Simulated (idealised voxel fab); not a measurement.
The process module that follows is named voxel wiring stack.
Cross-section cut spans 290 nm and uses square cells 5 nm in size.
A cross-section is written here as square cells arranged in a grid, and it is given in bands from the top down, each band taking up one or more rows of cells.
Top height, bottom height, nm. Materials left to right, width each, nm. Single material + "all across" = fills band edge to edge. "empty" = empty.
Heights are measured from 0, the level below which the as-received wafer is all one material; the lowest band has no bottom and continues downward, written as in "top 0, no bottom".
The width entry "30 to 40" should be interpreted row by row: the top row of cells in the band takes the first number, the bottom row takes the second number, and the change between adjacent rows is uniform throughout.
Step marked "no alterations made"? Then no cell in the cross-section changed in it.
Empty spaces counting at least 8 cells and having no open way to the top are listed in "Closed internal voids". The notation width x height at distance is used for each, the distance being from the left edge and all three values in nm.
If you see something after the settings on a step's line, that's the simulator's own remark about that step.
The setting "overlay nm" may be written on the line of a step. When the step uses a mask, the value reports how far to the right of the planned place the mask lay, and a negative value reports that it lay to the left.
Pairs from here to the end. Each: cross-section before one process step, cross-section after it, the latter only as far down as the lowest band that changed. Under each: the step between, and its settings. Mind that the pairs may be taken from different runs of this module on the same starting wafer; whether a pair continues from the pair above depends on its entry headed "Pre-process", and it does only where that entry says so.

### Pre-process
  top 110, bottom 95 | 70 resist | 15 empty | 45 resist | 15 empty | 45 resist | 15 empty | 85 resist
  top 95, bottom 80 | SiO2 all across
  top 80, bottom 75 | SiCN all across
  top 75, bottom 70 | Cu all across
  top 70, bottom 65 | 75 TiN | 20 Cu | 40 TiN | 20 Cu | 40 TiN | 20 Cu | 75 TiN
  top 65, bottom 45 | 70 lowk | 5 TiN | 20 Cu | 5 TiN | 30 lowk | 5 TiN | 20 Cu | 5 TiN | 30 lowk | 5 TiN | 20 Cu | 5 TiN | 70 lowk
  top 45, bottom 40 | 70 SiCN | 30 TiN | 30 SiCN | 30 TiN | 30 SiCN | 30 TiN | 70 SiCN
  top 40, bottom 20 | 70 SiO2 | 30 W | 30 SiO2 | 30 W | 30 SiO2 | 30 W | 70 SiO2
  top 20, bottom 15 | 70 SiO2 | 30 TiN | 30 SiO2 | 30 TiN | 30 SiO2 | 30 TiN | 70 SiO2
  top 15, bottom 0 | SiO2 all across
  top 0, no bottom | Si all across
  Closed internal voids: none

### Cross-Section Thereafter
  top 110, bottom 95 | 70 resist | 15 empty | 45 resist | 15 empty | 45 resist | 15 empty | 85 resist
  top 95, bottom 80 | 70 SiO2 | 15 empty | 45 SiO2 | 15 empty | 45 SiO2 | 15 empty | 85 SiO2
  Unchanged below 80.
  Closed internal voids: none
Relating the two cross-sections above, the step in between is DIRECTIONAL_ETCH, etch materials SiO2, depth nm 15

Pre-process: nothing new to draw here, it's the after view of the pair just above.

### Cross-Section Thereafter
  top 110, bottom 95 | 70 resist | 15 empty | 45 resist | 15 empty | 45 resist | 15 empty | 85 resist
  top 95, bottom 80 | 70 SiO2 | 15 empty | 45 SiO2 | 15 empty | 45 SiO2 | 15 empty | 85 SiO2
  top 80, bottom 75 | 70 SiCN | 15 empty | 45 SiCN | 15 empty | 45 SiCN | 15 empty | 85 SiCN
  Unchanged below 75.
  Closed internal voids: none
Relating the two cross-sections above, the step in between is DIRECTIONAL_ETCH, etch materials SiCN, depth nm 5

Pre-process: nothing new to draw here, it's the after view of the pair just above.

### Cross-Section Thereafter
  top 95, bottom 80 | 70 SiO2 | 15 empty | 45 SiO2 | 15 empty | 45 SiO2 | 15 empty | 85 SiO2
  Unchanged below 80.
  Closed internal voids: none
Relating the two cross-sections above, the step in between is STRIP, etch materials resist

Pre-process: nothing new to draw here, it's the after view of the pair just above.

### Cross-Section Thereafter
  top 95, bottom 85 | 70 SiO2 | 15 empty | 45 SiO2 | 15 empty | 45 SiO2 | 15 empty | 85 SiO2
  top 85, bottom 80 | 70 SiO2 | 15 Ru | 45 SiO2 | 15 Ru | 45 SiO2 | 15 Ru | 85 SiO2
  top 80, bottom 75 | 70 SiCN | 15 Ru | 45 SiCN | 15 Ru | 45 SiCN | 15 Ru | 85 SiCN
  Unchanged below 75.
  Closed internal voids: none
Relating the two cross-sections above, the step in between is EPI, material Ru, thk nm 10

Pre-process: nothing new to draw here, it's the after view of the pair just above.

### Cross-Section Thereafter
  top 95, bottom 80 | 70 SiO2 | 15 Ru | 45 SiO2 | 15 Ru | 45 SiO2 | 15 Ru | 85 SiO2
  Unchanged below 80.
  Closed internal voids: none
Relating the two cross-sections above, the step in between is EPI, material Ru, thk nm 10

Pre-process: nothing new to draw here, it's the after view of the pair just above.

### Cross-Section Thereafter
  top 100, bottom 95 | TiN all across
  Unchanged below 95.
  Closed internal voids: none
Relating the two cross-sections above, the step in between is DIRECTIONAL_DEP, material TiN, thk nm 5

Pre-process: nothing new to draw here, it's the after view of the pair just above.

### Cross-Section Thereafter
  top 120, bottom 100 | W all across
  Unchanged below 100.
  Closed internal voids: none
Relating the two cross-sections above, the step in between is DIRECTIONAL_DEP, material W, thk nm 20

Pre-process: nothing new to draw here, it's the after view of the pair just above.

### Cross-Section Thereafter
  top 130, bottom 120 | aC all across
  Unchanged below 120.
  Closed internal voids: none
Relating the two cross-sections above, the step in between is DIRECTIONAL_DEP, material aC, thk nm 10

Pre-process: nothing new to draw here, it's the after view of the pair just above.

### Cross-Section Thereafter
  top 155, bottom 130 | 70 empty | 30 resist | 30 empty | 30 resist | 30 empty | 30 resist | 70 empty
  Unchanged below 130.
  Closed internal voids: none
Relating the two cross-sections above, the step in between is PATTERN, tone cover, mask id METAL_3, material resist, width nm 30, pitch nm 60, thk nm 25, overlay nm 0

Pre-process: nothing new to draw here, it's the after view of the pair just above.

### Cross-Section Thereafter
  top 145, bottom 130 | 70 empty | 30 resist | 30 empty | 30 resist | 30 empty | 30 resist | 70 empty
  top 130, bottom 120 | 70 empty | 30 aC | 30 empty | 30 aC | 30 empty | 30 aC | 70 empty
  Unchanged below 120.
  Closed internal voids: none
Relating the two cross-sections above, the step in between is DIRECTIONAL_ETCH, etch materials aC, depth nm 10

Pre-process: nothing new to draw here, it's the after view of the pair just above.

### Cross-Section Thereafter
  top 130, bottom 120 | 70 empty | 30 aC | 30 empty | 30 aC | 30 empty | 30 aC | 70 empty
  Unchanged below 120.
  Closed internal voids: none
Relating the two cross-sections above, the step in between is STRIP, etch materials resist

Pre-process: nothing new to draw here, it's the after view of the pair just above.

### Cross-Section Thereafter
  top 130, bottom 120 | 70 empty | 30 aC | 30 empty | 30 aC | 30 empty | 30 aC | 70 empty
  top 120, bottom 100 | 70 empty | 30 W | 30 empty | 30 W | 30 empty | 30 W | 70 empty
  Unchanged below 100.
  Closed internal voids: none
Relating the two cross-sections above, the step in between is DIRECTIONAL_ETCH, etch materials W, depth nm 20

Pre-process: nothing new to draw here, it's the after view of the pair just above.

### Cross-Section Thereafter
  top 130, bottom 120 | 70 empty | 30 aC | 30 empty | 30 aC | 30 empty | 30 aC | 70 empty
  top 120, bottom 100 | 70 empty | 30 W | 30 empty | 30 W | 30 empty | 30 W | 70 empty
  top 100, bottom 95 | 70 empty | 30 TiN | 30 empty | 30 TiN | 30 empty | 30 TiN | 70 empty
  Unchanged below 95.
  Closed internal voids: none
Relating the two cross-sections above, the step in between is DIRECTIONAL_ETCH, etch materials TiN, depth nm 5

Pre-process: nothing new to draw here, it's the after view of the pair just above.

### Cross-Section Thereafter
  top 120, bottom 100 | 70 empty | 30 W | 30 empty | 30 W | 30 empty | 30 W | 70 empty
  Unchanged below 100.
  Closed internal voids: none
Relating the two cross-sections above, the step in between is STRIP, etch materials aC

Pre-process: nothing new to draw here, it's the after view of the pair just above.

### Cross-Section Thereafter
  top 125, bottom 120 | lowk all across
  top 120, bottom 100 | 70 lowk | 30 W | 30 lowk | 30 W | 30 lowk | 30 W | 70 lowk
  top 100, bottom 95 | 70 lowk | 30 TiN | 30 lowk | 30 TiN | 30 lowk | 30 TiN | 70 lowk
  Unchanged below 95.
  Closed internal voids: none
Relating the two cross-sections above, the step in between is FILL_DEP, material lowk, thk nm 5

Pre-process: nothing new to draw here, it's the after view of the pair just above.

### Cross-Section Thereafter
  top 120, bottom 100 | 70 lowk | 30 W | 30 lowk | 30 W | 30 lowk | 30 W | 70 lowk
  Unchanged below 100.
  Closed internal voids: none
Relating the two cross-sections above, the step in between is CMP, height nm 120

Pre-process: nothing new to draw here, it's the after view of the pair just above.

### Cross-Section Thereafter
  top 125, bottom 120 | SiCN all across
  Unchanged below 120.
  Closed internal voids: none
Relating the two cross-sections above, the step in between is CONFORMAL_DEP, material SiCN, thk nm 5

### Pre-process
  top 75, bottom 45 | 70 lowk | 15 empty | 105 lowk | 15 empty | 85 lowk
  top 45, bottom 40 | SiCN all across
  top 40, bottom 20 | 70 SiO2 | 30 W | 30 SiO2 | 30 W | 30 SiO2 | 30 W | 70 SiO2
  top 20, bottom 15 | 70 SiO2 | 30 TiN | 30 SiO2 | 30 TiN | 30 SiO2 | 30 TiN | 70 SiO2
  top 15, bottom 0 | SiO2 all across
  top 0, no bottom | Si all across
  Closed internal voids: none

### Cross-Section Thereafter
  top 95, bottom 75 | 75 resist | 20 empty | 40 resist | 20 empty | 40 resist | 20 empty | 75 resist
  top 75, bottom 45 | 70 lowk | 5 resist | 10 empty | 105 lowk | 5 resist | 10 empty | 85 lowk
  Unchanged below 45.
  Closed internal voids: none
Relating the two cross-sections above, the step in between is PATTERN, tone open, mask id METAL_2, material resist, width nm 20, pitch nm 60, thk nm 20, overlay nm 0

Pre-process: nothing new to draw here, it's the after view of the pair just above.

### Cross-Section Thereafter
  top 95, bottom 75 | 75 resist | 20 empty | 40 resist | 20 empty | 40 resist | 20 empty | 75 resist
  top 75, bottom 55 | 70 lowk | 5 resist | 20 empty | 40 lowk | 20 empty | 35 lowk | 5 resist | 20 empty | 75 lowk
  Unchanged below 55.
  Closed internal voids: none
Relating the two cross-sections above, the step in between is DIRECTIONAL_ETCH, etch materials lowk, depth nm 20

Pre-process: nothing new to draw here, it's the after view of the pair just above.

### Cross-Section Thereafter
  top 95, bottom 75 | 75 resist | 20 empty | 40 resist | 20 empty | 40 resist | 20 empty | 75 resist
  top 75, bottom 55 | 70 lowk | 5 resist | 20 empty | 40 lowk | 20 empty | 35 lowk | 5 resist | 20 empty | 75 lowk
  top 55, bottom 45 | 70 lowk | 5 resist | 10 empty | 105 lowk | 5 resist | 10 empty | 85 lowk
  top 45, bottom 40 | 75 SiCN | 10 empty | 110 SiCN | 10 empty | 85 SiCN
  Unchanged below 40.
  Closed internal voids: none
Relating the two cross-sections above, the step in between is DIRECTIONAL_ETCH, etch materials SiCN, depth nm 5

Pre-process: nothing new to draw here, it's the after view of the pair just above.

### Cross-Section Thereafter
  top 75, bottom 55 | 70 lowk | 25 empty | 40 lowk | 20 empty | 35 lowk | 25 empty | 75 lowk
  top 55, bottom 45 | 70 lowk | 15 empty | 105 lowk | 15 empty | 85 lowk
  Unchanged below 45.
  Closed internal voids: none
Relating the two cross-sections above, the step in between is STRIP, etch materials resist

Pre-process: nothing new to draw here, it's the after view of the pair just above.

### Cross-Section Thereafter
  top 80, bottom 75 | 75 TiN | 15 empty | 50 TiN | 10 empty | 45 TiN | 15 empty | 80 TiN
  top 75, bottom 60 | 70 lowk | 5 TiN | 15 empty | 5 TiN | 40 lowk | 5 TiN | 10 empty | 5 TiN | 35 lowk | 5 TiN | 15 empty | 5 TiN | 75 lowk
  top 60, bottom 55 | 70 lowk | 5 TiN | 5 empty | 15 TiN | 40 lowk | 20 TiN | 35 lowk | 5 TiN | 5 empty | 15 TiN | 75 lowk
  top 55, bottom 50 | 70 lowk | 5 TiN | 5 empty | 5 TiN | 105 lowk | 5 TiN | 5 empty | 5 TiN | 85 lowk
  top 50, bottom 45 | 70 lowk | 15 TiN | 105 lowk | 15 TiN | 85 lowk
  top 45, bottom 40 | 75 SiCN | 10 TiN | 110 SiCN | 10 TiN | 85 SiCN
  Unchanged below 40.
  Closed internal voids: none
Relating the two cross-sections above, the step in between is CONFORMAL_DEP, material TiN, thk nm 5

Pre-process: nothing new to draw here, it's the after view of the pair just above.

### Cross-Section Thereafter
  top 90, bottom 80 | Cu all across
  top 80, bottom 75 | 75 TiN | 15 Cu | 50 TiN | 10 Cu | 45 TiN | 15 Cu | 80 TiN
  top 75, bottom 60 | 70 lowk | 5 TiN | 15 Cu | 5 TiN | 40 lowk | 5 TiN | 10 Cu | 5 TiN | 35 lowk | 5 TiN | 15 Cu | 5 TiN | 75 lowk
  top 60, bottom 55 | 70 lowk | 5 TiN | 5 Cu | 15 TiN | 40 lowk | 20 TiN | 35 lowk | 5 TiN | 5 Cu | 15 TiN | 75 lowk
  top 55, bottom 50 | 70 lowk | 5 TiN | 5 Cu | 5 TiN | 105 lowk | 5 TiN | 5 Cu | 5 TiN | 85 lowk
  Unchanged below 50.
  Closed internal voids: none
Relating the two cross-sections above, the step in between is FILL_DEP, material Cu, thk nm 10

Pre-process: nothing new to draw here, it's the after view of the pair just above.

### Cross-Section Thereafter
  top 75, bottom 60 | 70 lowk | 5 TiN | 15 Cu | 5 TiN | 40 lowk | 5 TiN | 10 Cu | 5 TiN | 35 lowk | 5 TiN | 15 Cu | 5 TiN | 75 lowk
  Unchanged below 60.
  Closed internal voids: none
Relating the two cross-sections above, the step in between is CMP, height nm 75

Pre-process: nothing new to draw here, it's the after view of the pair just above.

### Cross-Section Thereafter
  top 80, bottom 75 | SiCN all across
  Unchanged below 75.
  Closed internal voids: none
Relating the two cross-sections above, the step in between is CONFORMAL_DEP, material SiCN, thk nm 5

Pre-process: nothing new to draw here, it's the after view of the pair just above.

### Cross-Section Thereafter
  top 95, bottom 80 | SiO2 all across
  Unchanged below 80.
  Closed internal voids: none
Relating the two cross-sections above, the step in between is DIRECTIONAL_DEP, material SiO2, thk nm 15

Pre-process: nothing new to draw here, it's the after view of the pair just above.

### Cross-Section Thereafter
  top 110, bottom 95 | 70 resist | 15 empty | 45 resist | 15 empty | 45 resist | 15 empty | 85 resist
  Unchanged below 95.
  Closed internal voids: none
Relating the two cross-sections above, the step in between is PATTERN, tone open, mask id PLUG_2, material resist, width nm 15, pitch nm 60, thk nm 15, overlay nm 0

Pre-process: nothing new to draw here, it's the after view of the pair just above.

### Cross-Section Thereafter
  top 110, bottom 95 | 70 resist | 15 empty | 45 resist | 15 empty | 45 resist | 15 empty | 85 resist
  top 95, bottom 80 | 70 SiO2 | 15 empty | 45 SiO2 | 15 empty | 45 SiO2 | 15 empty | 85 SiO2
  Unchanged below 80.
  Closed internal voids: none
Relating the two cross-sections above, the step in between is DIRECTIONAL_ETCH, etch materials SiO2, depth nm 15

Pre-process: nothing new to draw here, it's the after view of the pair just above.

### Cross-Section Thereafter
  top 110, bottom 95 | 70 resist | 15 empty | 45 resist | 15 empty | 45 resist | 15 empty | 85 resist
  top 95, bottom 80 | 70 SiO2 | 15 empty | 45 SiO2 | 15 empty | 45 SiO2 | 15 empty | 85 SiO2
  top 80, bottom 75 | 70 SiCN | 15 empty | 45 SiCN | 15 empty | 45 SiCN | 15 empty | 85 SiCN
  Unchanged below 75.
  Closed internal voids: none
Relating the two cross-sections above, the step in between is DIRECTIONAL_ETCH, etch materials SiCN, depth nm 5

Pre-process: nothing new to draw here, it's the after view of the pair just above.

### Cross-Section Thereafter
  top 95, bottom 80 | 70 SiO2 | 15 empty | 45 SiO2 | 15 empty | 45 SiO2 | 15 empty | 85 SiO2
  Unchanged below 80.
  Closed internal voids: none
Relating the two cross-sections above, the step in between is STRIP, etch materials resist

Pre-process: nothing new to draw here, it's the after view of the pair just above.

### Cross-Section Thereafter
  top 95, bottom 85 | 70 SiO2 | 15 empty | 45 SiO2 | 15 empty | 45 SiO2 | 15 empty | 85 SiO2
  top 85, bottom 80 | 70 SiO2 | 15 Ru | 45 SiO2 | 15 Ru | 45 SiO2 | 15 Ru | 85 SiO2
  top 80, bottom 75 | 70 SiCN | 15 Ru | 45 SiCN | 15 Ru | 45 SiCN | 15 Ru | 85 SiCN
  Unchanged below 75.
  Closed internal voids: none
Relating the two cross-sections above, the step in between is EPI, material Ru, thk nm 10

Pre-process: nothing new to draw here, it's the after view of the pair just above.

### Cross-Section Thereafter
  top 95, bottom 80 | 70 SiO2 | 15 Ru | 45 SiO2 | 15 Ru | 45 SiO2 | 15 Ru | 85 SiO2
  Unchanged below 80.
  Closed internal voids: none
Relating the two cross-sections above, the step in between is EPI, material Ru, thk nm 10

Pre-process: nothing new to draw here, it's the after view of the pair just above.

### Cross-Section Thereafter
  top 100, bottom 95 | TiN all across
  Unchanged below 95.
  Closed internal voids: none
Relating the two cross-sections above, the step in between is DIRECTIONAL_DEP, material TiN, thk nm 5

Pre-process: nothing new to draw here, it's the after view of the pair just above.

### Cross-Section Thereafter
  top 120, bottom 100 | W all across
  Unchanged below 100.
  Closed internal voids: none
Relating the two cross-sections above, the step in between is DIRECTIONAL_DEP, material W, thk nm 20

Pre-process: nothing new to draw here, it's the after view of the pair just above.

### Cross-Section Thereafter
  top 130, bottom 120 | aC all across
  Unchanged below 120.
  Closed internal voids: none
Relating the two cross-sections above, the step in between is DIRECTIONAL_DEP, material aC, thk nm 10

Pre-process: nothing new to draw here, it's the after view of the pair just above.

### Cross-Section Thereafter
  top 155, bottom 130 | 70 empty | 30 resist | 30 empty | 30 resist | 30 empty | 30 resist | 70 empty
  Unchanged below 130.
  Closed internal voids: none
Relating the two cross-sections above, the step in between is PATTERN, tone cover, mask id METAL_3, material resist, width nm 30, pitch nm 60, thk nm 25, overlay nm 0

Pre-process: nothing new to draw here, it's the after view of the pair just above.

### Cross-Section Thereafter
  top 145, bottom 130 | 70 empty | 30 resist | 30 empty | 30 resist | 30 empty | 30 resist | 70 empty
  top 130, bottom 120 | 70 empty | 30 aC | 30 empty | 30 aC | 30 empty | 30 aC | 70 empty
  Unchanged below 120.
  Closed internal voids: none
Relating the two cross-sections above, the step in between is DIRECTIONAL_ETCH, etch materials aC, depth nm 10

Pre-process: nothing new to draw here, it's the after view of the pair just above.

### Cross-Section Thereafter
  top 130, bottom 120 | 70 empty | 30 aC | 30 empty | 30 aC | 30 empty | 30 aC | 70 empty
  Unchanged below 120.
  Closed internal voids: none
Relating the two cross-sections above, the step in between is STRIP, etch materials resist

Pre-process: nothing new to draw here, it's the after view of the pair just above.

### Cross-Section Thereafter
  top 130, bottom 120 | 70 empty | 30 aC | 30 empty | 30 aC | 30 empty | 30 aC | 70 empty
  top 120, bottom 100 | 70 empty | 30 W | 30 empty | 30 W | 30 empty | 30 W | 70 empty
  Unchanged below 100.
  Closed internal voids: none
Relating the two cross-sections above, the step in between is DIRECTIONAL_ETCH, etch materials W, depth nm 20

Pre-process: nothing new to draw here, it's the after view of the pair just above.

### Cross-Section Thereafter
  top 130, bottom 120 | 70 empty | 30 aC | 30 empty | 30 aC | 30 empty | 30 aC | 70 empty
  top 120, bottom 100 | 70 empty | 30 W | 30 empty | 30 W | 30 empty | 30 W | 70 empty
  top 100, bottom 95 | 70 empty | 30 TiN | 30 empty | 30 TiN | 30 empty | 30 TiN | 70 empty
  Unchanged below 95.
  Closed internal voids: none
Relating the two cross-sections above, the step in between is DIRECTIONAL_ETCH, etch materials TiN, depth nm 5

Pre-process: nothing new to draw here, it's the after view of the pair just above.

### Cross-Section Thereafter
  top 120, bottom 100 | 70 empty | 30 W | 30 empty | 30 W | 30 empty | 30 W | 70 empty
  Unchanged below 100.
  Closed internal voids: none
Relating the two cross-sections above, the step in between is STRIP, etch materials aC

Pre-process: nothing new to draw here, it's the after view of the pair just above.

### Cross-Section Thereafter
  top 125, bottom 120 | lowk all across
  top 120, bottom 100 | 70 lowk | 30 W | 30 lowk | 30 W | 30 lowk | 30 W | 70 lowk
  top 100, bottom 95 | 70 lowk | 30 TiN | 30 lowk | 30 TiN | 30 lowk | 30 TiN | 70 lowk
  Unchanged below 95.
  Closed internal voids: none
Relating the two cross-sections above, the step in between is FILL_DEP, material lowk, thk nm 5

Pre-process: nothing new to draw here, it's the after view of the pair just above.

### Cross-Section Thereafter
  top 120, bottom 100 | 70 lowk | 30 W | 30 lowk | 30 W | 30 lowk | 30 W | 70 lowk
  Unchanged below 100.
  Closed internal voids: none
Relating the two cross-sections above, the step in between is CMP, height nm 120

Pre-process: nothing new to draw here, it's the after view of the pair just above.

### Cross-Section Thereafter
  top 125, bottom 120 | SiCN all across
  Unchanged below 120.
  Closed internal voids: none
Relating the two cross-sections above, the step in between is CONFORMAL_DEP, material SiCN, thk nm 5

### Pre-process
  top 50, bottom 40 | aC all across
  top 40, bottom 20 | W all across
  top 20, bottom 15 | TiN all across
  top 15, bottom 0 | SiO2 all across
  top 0, no bottom | Si all across
  Closed internal voids: none

### Cross-Section Thereafter
  top 75, bottom 50 | 80 empty | 30 resist | 30 empty | 30 resist | 30 empty | 30 resist | 60 empty
  Unchanged below 50.
  Closed internal voids: none
Relating the two cross-sections above, the step in between is PATTERN, tone cover, mask id METAL_1, material resist, width nm 30, pitch nm 60, thk nm 25, overlay nm 10

Pre-process: nothing new to draw here, it's the after view of the pair just above.

### Cross-Section Thereafter
  top 65, bottom 50 | 80 empty | 30 resist | 30 empty | 30 resist | 30 empty | 30 resist | 60 empty
  top 50, bottom 40 | 80 empty | 30 aC | 30 empty | 30 aC | 30 empty | 30 aC | 60 empty
  Unchanged below 40.
  Closed internal voids: none
Relating the two cross-sections above, the step in between is DIRECTIONAL_ETCH, etch materials aC, depth nm 10

Pre-process: nothing new to draw here, it's the after view of the pair just above.

### Cross-Section Thereafter
  top 50, bottom 40 | 80 empty | 30 aC | 30 empty | 30 aC | 30 empty | 30 aC | 60 empty
  Unchanged below 40.
  Closed internal voids: none
Relating the two cross-sections above, the step in between is STRIP, etch materials resist

Pre-process: nothing new to draw here, it's the after view of the pair just above.

### Cross-Section Thereafter
  top 50, bottom 40 | 80 empty | 30 aC | 30 empty | 30 aC | 30 empty | 30 aC | 60 empty
  top 40, bottom 20 | 80 empty | 30 W | 30 empty | 30 W | 30 empty | 30 W | 60 empty
  Unchanged below 20.
  Closed internal voids: none
Relating the two cross-sections above, the step in between is DIRECTIONAL_ETCH, etch materials W, depth nm 20

Pre-process: nothing new to draw here, it's the after view of the pair just above.

### Cross-Section Thereafter
  top 50, bottom 40 | 80 empty | 30 aC | 30 empty | 30 aC | 30 empty | 30 aC | 60 empty
  top 40, bottom 20 | 80 empty | 30 W | 30 empty | 30 W | 30 empty | 30 W | 60 empty
  top 20, bottom 15 | 80 empty | 30 TiN | 30 empty | 30 TiN | 30 empty | 30 TiN | 60 empty
  Unchanged below 15.
  Closed internal voids: none
Relating the two cross-sections above, the step in between is DIRECTIONAL_ETCH, etch materials TiN, depth nm 5

Pre-process: nothing new to draw here, it's the after view of the pair just above.

### Cross-Section Thereafter
  top 40, bottom 20 | 80 empty | 30 W | 30 empty | 30 W | 30 empty | 30 W | 60 empty
  Unchanged below 20.
  Closed internal voids: none
Relating the two cross-sections above, the step in between is STRIP, etch materials aC

Pre-process: nothing new to draw here, it's the after view of the pair just above.

### Cross-Section Thereafter
  top 45, bottom 40 | SiO2 all across
  top 40, bottom 20 | 80 SiO2 | 30 W | 30 SiO2 | 30 W | 30 SiO2 | 30 W | 60 SiO2
  top 20, bottom 15 | 80 SiO2 | 30 TiN | 30 SiO2 | 30 TiN | 30 SiO2 | 30 TiN | 60 SiO2
  Unchanged below 15.
  Closed internal voids: none
Relating the two cross-sections above, the step in between is FILL_DEP, material SiO2, thk nm 5

Pre-process: nothing new to draw here, it's the after view of the pair just above.

### Cross-Section Thereafter
  top 40, bottom 20 | 80 SiO2 | 30 W | 30 SiO2 | 30 W | 30 SiO2 | 30 W | 60 SiO2
  Unchanged below 20.
  Closed internal voids: none
Relating the two cross-sections above, the step in between is CMP, height nm 40

Pre-process: nothing new to draw here, it's the after view of the pair just above.

### Cross-Section Thereafter
  top 45, bottom 40 | SiCN all across
  Unchanged below 40.
  Closed internal voids: none
Relating the two cross-sections above, the step in between is CONFORMAL_DEP, material SiCN, thk nm 5

Pre-process: nothing new to draw here, it's the after view of the pair just above.

### Cross-Section Thereafter
  top 75, bottom 45 | lowk all across
  Unchanged below 45.
  Closed internal voids: none
Relating the two cross-sections above, the step in between is DIRECTIONAL_DEP, material lowk, thk nm 30

Pre-process: nothing new to draw here, it's the after view of the pair just above.

### Cross-Section Thereafter
  top 90, bottom 75 | 70 resist | 15 empty | 105 resist | 15 empty | 85 resist
  Unchanged below 75.
  Closed internal voids: none
Relating the two cross-sections above, the step in between is PATTERN, tone open, mask id METAL_2_HOLES, material resist, width nm 15, pitch nm 120, thk nm 15, overlay nm 0

Pre-process: nothing new to draw here, it's the after view of the pair just above.

### Cross-Section Thereafter
  top 90, bottom 75 | 70 resist | 15 empty | 105 resist | 15 empty | 85 resist
  top 75, bottom 45 | 70 lowk | 15 empty | 105 lowk | 15 empty | 85 lowk
  Unchanged below 45.
  Closed internal voids: none
Relating the two cross-sections above, the step in between is DIRECTIONAL_ETCH, etch materials lowk, depth nm 30

Pre-process: nothing new to draw here, it's the after view of the pair just above.

### Cross-Section Thereafter
  top 75, bottom 45 | 70 lowk | 15 empty | 105 lowk | 15 empty | 85 lowk
  Unchanged below 45.
  Closed internal voids: none
Relating the two cross-sections above, the step in between is STRIP, etch materials resist

Pre-process: nothing new to draw here, it's the after view of the pair just above.

### Cross-Section Thereafter
  top 95, bottom 75 | 70 resist | 30 empty | 30 resist | 30 empty | 30 resist | 30 empty | 70 resist
  Unchanged below 75.
  Closed internal voids: none
Relating the two cross-sections above, the step in between is PATTERN, tone open, mask id METAL_2, material resist, width nm 30, pitch nm 60, thk nm 20, overlay nm 0

Pre-process: nothing new to draw here, it's the after view of the pair just above.

### Cross-Section Thereafter
  top 95, bottom 75 | 70 resist | 30 empty | 30 resist | 30 empty | 30 resist | 30 empty | 70 resist
  top 75, bottom 55 | 70 lowk | 30 empty | 30 lowk | 30 empty | 30 lowk | 30 empty | 70 lowk
  Unchanged below 55.
  Closed internal voids: none
Relating the two cross-sections above, the step in between is DIRECTIONAL_ETCH, etch materials lowk, depth nm 20

Pre-process: nothing new to draw here, it's the after view of the pair just above.

### Cross-Section Thereafter
  top 95, bottom 75 | 70 resist | 30 empty | 30 resist | 30 empty | 30 resist | 30 empty | 70 resist
  top 75, bottom 55 | 70 lowk | 30 empty | 30 lowk | 30 empty | 30 lowk | 30 empty | 70 lowk
  top 55, bottom 45 | 70 lowk | 15 empty | 105 lowk | 15 empty | 85 lowk
  top 45, bottom 40 | 70 SiCN | 15 empty | 105 SiCN | 15 empty | 85 SiCN
  Unchanged below 40.
  Closed internal voids: none
Relating the two cross-sections above, the step in between is DIRECTIONAL_ETCH, etch materials SiCN, depth nm 5

Pre-process: nothing new to draw here, it's the after view of the pair just above.

### Cross-Section Thereafter
  top 75, bottom 55 | 70 lowk | 30 empty | 30 lowk | 30 empty | 30 lowk | 30 empty | 70 lowk
  Unchanged below 55.
  Closed internal voids: none
Relating the two cross-sections above, the step in between is STRIP, etch materials resist

Pre-process: nothing new to draw here, it's the after view of the pair just above.

### Cross-Section Thereafter
  top 80, bottom 75 | 75 TiN | 20 empty | 40 TiN | 20 empty | 40 TiN | 20 empty | 75 TiN
  top 75, bottom 60 | 70 lowk | 5 TiN | 20 empty | 5 TiN | 30 lowk | 5 TiN | 20 empty | 5 TiN | 30 lowk | 5 TiN | 20 empty | 5 TiN | 70 lowk
  top 60, bottom 55 | 70 lowk | 5 TiN | 5 empty | 20 TiN | 30 lowk | 30 TiN | 30 lowk | 5 TiN | 5 empty | 20 TiN | 70 lowk
  top 55, bottom 45 | 70 lowk | 5 TiN | 5 empty | 5 TiN | 105 lowk | 5 TiN | 5 empty | 5 TiN | 85 lowk
  top 45, bottom 40 | 70 SiCN | 15 TiN | 105 SiCN | 15 TiN | 85 SiCN
  Unchanged below 40.
  Closed internal voids: none
Relating the two cross-sections above, the step in between is CONFORMAL_DEP, material TiN, thk nm 5

Pre-process: nothing new to draw here, it's the after view of the pair just above.

### Cross-Section Thereafter
  top 90, bottom 80 | Cu all across
  top 80, bottom 75 | 75 TiN | 20 Cu | 40 TiN | 20 Cu | 40 TiN | 20 Cu | 75 TiN
  top 75, bottom 60 | 70 lowk | 5 TiN | 20 Cu | 5 TiN | 30 lowk | 5 TiN | 20 Cu | 5 TiN | 30 lowk | 5 TiN | 20 Cu | 5 TiN | 70 lowk
  top 60, bottom 55 | 70 lowk | 5 TiN | 5 Cu | 20 TiN | 30 lowk | 30 TiN | 30 lowk | 5 TiN | 5 Cu | 20 TiN | 70 lowk
  top 55, bottom 45 | 70 lowk | 5 TiN | 5 Cu | 5 TiN | 105 lowk | 5 TiN | 5 Cu | 5 TiN | 85 lowk
  Unchanged below 45.
  Closed internal voids: none
Relating the two cross-sections above, the step in between is FILL_DEP, material Cu, thk nm 10

Pre-process: nothing new to draw here, it's the after view of the pair just above.

### Cross-Section Thereafter
  top 75, bottom 60 | 70 lowk | 5 TiN | 20 Cu | 5 TiN | 30 lowk | 5 TiN | 20 Cu | 5 TiN | 30 lowk | 5 TiN | 20 Cu | 5 TiN | 70 lowk
  Unchanged below 60.
  Closed internal voids: none
Relating the two cross-sections above, the step in between is CMP, height nm 75

Pre-process: nothing new to draw here, it's the after view of the pair just above.

### Cross-Section Thereafter
  top 80, bottom 75 | SiCN all across
  Unchanged below 75.
  Closed internal voids: none
Relating the two cross-sections above, the step in between is CONFORMAL_DEP, material SiCN, thk nm 5

Pre-process: nothing new to draw here, it's the after view of the pair just above.

### Cross-Section Thereafter
  top 95, bottom 80 | SiO2 all across
  Unchanged below 80.
  Closed internal voids: none
Relating the two cross-sections above, the step in between is DIRECTIONAL_DEP, material SiO2, thk nm 15

Pre-process: nothing new to draw here, it's the after view of the pair just above.

### Cross-Section Thereafter
  top 110, bottom 95 | 70 resist | 15 empty | 45 resist | 15 empty | 45 resist | 15 empty | 85 resist
  Unchanged below 95.
  Closed internal voids: none
Relating the two cross-sections above, the step in between is PATTERN, tone open, mask id PLUG_2, material resist, width nm 15, pitch nm 60, thk nm 15, overlay nm 0
